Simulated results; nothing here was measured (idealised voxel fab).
This is a process module. Its name is voxel capacitor over wiring.
In the cross-section labelled cut, the width is 240 nm and each square cell is 5 nm.
Cross-section layout: square cells on a grid; listed as bands, top to bottom; a band spans one or more cell rows.
Within each band entry, the heights of the top and of the bottom of the band appear first, in that order and in nm; the materials of the band then follow from left to right, each with its corresponding width in nm. The designation "all across" on a single material indicates that it fills the band from edge to edge; the designation "blank" indicates empty space.
Basically, 0 is our baseline, since under it the wafer straight out of the box is all one material. The bottom band has no lower end and keeps on going down, so it looks like "0 down".
Width spec "30->40" -> top row of cells at first value, bottom row at second value, equal per-row change in between.
Take "left unchanged" at face value: in the step it is given for, the cross-section changed in none of its cells.
Entry "Fully sealed cavities". Content: empty spaces with no open connection to the top, size 8 cells or greater. Each: width x height at distance. Distance: from left edge. Unit: nm.
On each step's line, the part that comes after the settings is the simulator's own comment on the step.
The "overlay nm" setting may appear on a step's line; for a step that uses a mask, it gives how far to the right of its planned position the mask lay, and a negative value indicates the left.
# List of planned process steps
1 RECEIVE: material Si
2 CONFORMAL_DEP: material SiO2, thk nm 10
3 CONFORMAL_DEP: material SiCN, thk nm 5
4 DIRECTIONAL_DEP: material SiO2, thk nm 20
5 DIRECTIONAL_DEP: material aC, thk nm 15
6 PATTERN: tone open, mask id METAL_1, material resist, width nm 30, pitch nm 90, thk nm 30, overlay nm 0
7 DIRECTIONAL_ETCH: etch materials aC, depth nm 15
8 STRIP: etch materials resist
9 DIRECTIONAL_ETCH: etch materials SiO2, depth nm 20
10 DIRECTIONAL_ETCH: etch materials SiCN, depth nm 5
11 STRIP: etch materials aC
12 CONFORMAL_DEP: material TiN, thk nm 5
13 FILL_DEP: material Cu, thk nm 10
14 CMP: height nm 35
15 CONFORMAL_DEP: material SiCN, thk nm 5
16 DIRECTIONAL_DEP: material lowk, thk nm 20
17 DIRECTIONAL_DEP: material aC, thk nm 10
18 PATTERN: tone open, mask id PLUG_1, material resist, width nm 15, thk nm 30, overlay nm 0
19 DIRECTIONAL_ETCH: etch materials aC, depth nm 10
20 STRIP: etch materials resist
21 DIRECTIONAL_ETCH: etch materials lowk, depth nm 20
22 DIRECTIONAL_ETCH: etch materials SiCN, depth nm 5
23 STRIP: etch materials aC
24 EPI: material Ru, thk nm 10
25 EPI: material Ru, thk nm 10
26 EPI: material Ru, thk nm 5
27 DIRECTIONAL_DEP: material TiN, thk nm 10
28 DIRECTIONAL_DEP: material HfO2, thk nm 5
29 DIRECTIONAL_DEP: material TiN, thk nm 10
30 PATTERN: tone cover, mask id UPPER_PLATE, material resist, width nm 65, thk nm 20, overlay nm 0
31 DIRECTIONAL_ETCH: etch materials TiN, depth nm 10
32 DIRECTIONAL_ETCH: etch materials HfO2, depth nm 5
33 STRIP: etch materials resist
34 DIRECTIONAL_DEP: material aC, thk nm 10
35 PATTERN: tone cover, mask id LOWER_PLATE, material resist, width nm 75, thk nm 25, overlay nm 0
36 DIRECTIONAL_ETCH: etch materials aC, depth nm 10
37 STRIP: etch materials resist
38 DIRECTIONAL_ETCH: etch materials TiN, depth nm 10
39 STRIP: etch materials aC
40 FILL_DEP: material SiO2, thk nm 20
41 CMP: height nm 100
42 DIRECTIONAL_DEP: material aC, thk nm 10
43 PATTERN: tone open, mask id PLUG_2, material resist, width nm 15, thk nm 25, overlay nm 0
44 DIRECTIONAL_ETCH: etch materials aC, depth nm 10
45 STRIP: etch materials resist
46 DIRECTIONAL_ETCH: etch materials SiO2, depth nm 15
47 STRIP: etch materials aC
48 CONFORMAL_DEP: material TiN, thk nm 5
49 FILL_DEP: material Cu, thk nm 5
50 CMP: height nm 100
51 CONFORMAL_DEP: material SiCN, thk nm 5
# Wafer as received: cross-section following step 1
	0 down  Si all across
	Fully sealed cavities: none
# First of two wafers, end-of-module section, run followed plan
	105 to 100  SiCN all across
	100 to 90  SiO2 85; TiN 5; Cu 5; TiN 5; SiO2 140
	90 to 85  SiO2 85; TiN 15; SiO2 140
	85 to 75  SiO2 75; TiN 65; SiO2 100
	75 to 70  SiO2 75; HfO2 65; SiO2 100
	70 to 60  SiO2 70; TiN 75; SiO2 95
	60 to 40  lowk 75; Ru 15; lowk 150
	40 to 35  SiCN 75; Ru 15; SiCN 150
	35 to 15  SiO2 60; TiN 5; Cu 20; TiN 5; SiO2 60; TiN 5; Cu 20; TiN 5; SiO2 60
	15 to 10  SiCN 60; TiN 30; SiCN 60; TiN 30; SiCN 60
	10 to 0  SiO2 all across
	0 down  Si all across
	Fully sealed cavities: none
# Second wafer through the module, sectioned at the end: same beginning and same plan as the first wafer, with one mistake in carrying it out
	105 to 100  SiCN all across
	100 to 90  SiO2 85; TiN 5; Cu 5; TiN 5; SiO2 140
	90 to 85  SiO2 85; TiN 15; SiO2 140
	85 to 80  SiO2 all across
	80 to 70  SiO2 75; TiN 65; SiO2 100
	70 to 65  SiO2 75; HfO2 65; SiO2 100
	65 to 55  SiO2 70; TiN 75; SiO2 95
	55 to 35  lowk 75; Ru 15; lowk 150
	35 to 30  SiCN 75; Ru 15; SiCN 150
	30 to 15  SiO2 60; TiN 5; Cu 20; TiN 5; SiO2 60; TiN 5; Cu 20; TiN 5; SiO2 60
	15 to 10  SiCN 60; TiN 30; SiCN 60; TiN 30; SiCN 60
	10 to 0  SiO2 all across
	0 down  Si all across
	Fully sealed cavities: none
So what did we get wrong on this run? planned and actual differ for step 14; actual: CMP: height nm 30
Cell-count delta at end, second wafer over first, by material: Cu: 8 fewer, SiO2: 12 more, TiN: 4 fewer
